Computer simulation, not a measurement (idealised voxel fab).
Process module in this document: voxel self aligned contacts
The cross-section shown here is cut; it is 300 nm wide and divided into square cells measuring 5 nm on a side.
In what follows, cross-sections appear as grids of square cells, described through bands that run from the top down, where every band is one or more rows of cells.
Heads up on the band format: heights come first, top then bottom, in nm. After that it's the materials left to right, each with its width in nm. A single material flagged "throughout" fills the whole band edge to edge, and "blank" means there's empty space there.
The reference from which all heights are counted is 0, the level beneath which the as-received wafer is entirely one material; the lowest band, having no lower bound, proceeds downward and is written after the example "z 0 and below".
When a width is written as two numbers, as in "30->40", the first number is the width in the top row of cells of the band and the second is the width in its bottom row, and the width changes by the same amount from each row to the next.
"remained unchanged", as given for a step, is the statement that not any cell of the cross-section underwent a change during that step.
Basically, "Fully sealed cavities" tells you about the enclosed voids: empty spaces with no open way to the top, 8 cells or bigger, each written width x height at distance, where distance is from the left edge, all in nm.
Step line, after settings: the simulator's comment on this step.
overlay nm: mask right of planned place by this much (step with mask). Neg. = left.

Below is the list of planned process steps:
1. RECEIVE: material Si
2. OXIDIZE: depth nm 5
3. DIRECTIONAL_DEP: material polySi, thk nm 30
4. DIRECTIONAL_DEP: material SiN, thk nm 15
5. DIRECTIONAL_DEP: material aC, thk nm 15
6. PATTERN: tone cover, mask id GATE, material resist, width nm 30, pitch nm 55, thk nm 30, overlay nm 0
7. DIRECTIONAL_ETCH: etch materials aC, depth nm 15
8. STRIP: etch materials resist
9. DIRECTIONAL_ETCH: etch materials SiN, depth nm 15
10. DIRECTIONAL_ETCH: etch materials polySi, depth nm 30
11. STRIP: etch materials aC
12. CONFORMAL_DEP: material SiN, thk nm 5
13. DIRECTIONAL_ETCH: etch materials SiN, depth nm 5
14. FILL_DEP: material SiO2, thk nm 15
15. CMP: height nm 50
16. MASKED_ETCH: tone open, mask id CONTACT, width nm 35, etch materials SiO2, depth nm 55, overlay nm 0
17. CONFORMAL_DEP: material TiN, thk nm 5
18. FILL_DEP: material Ru, thk nm 5
19. CMP: height nm 50
20. CONFORMAL_DEP: material SiCN, thk nm 5
For this document, wafers share an identical start and vary in the step 13 depth nm; the plan quotes the first wafer's value.

As-received cross-section, first of several wafers, post step 1:
  z 0 and below = Si throughout
  Fully sealed cavities: none

Where each wafer stands at the end of the module, a row apiece: cells of each material gained (+) or lost (-) since it was received, then closed voids:
depth nm 5, +10 Ru, -60 Si, +60 SiCN, +72 SiN, +479 SiO2, +27 TiN, +72 polySi, Fully sealed cavities: none
depth nm 10, +14 Ru, -60 Si, +60 SiCN, +56 SiN, +491 SiO2, +27 TiN, +72 polySi, Fully sealed cavities: none
depth nm 15, +18 Ru, -60 Si, +60 SiCN, +40 SiN, +503 SiO2, +27 TiN, +72 polySi, Fully sealed cavities: none
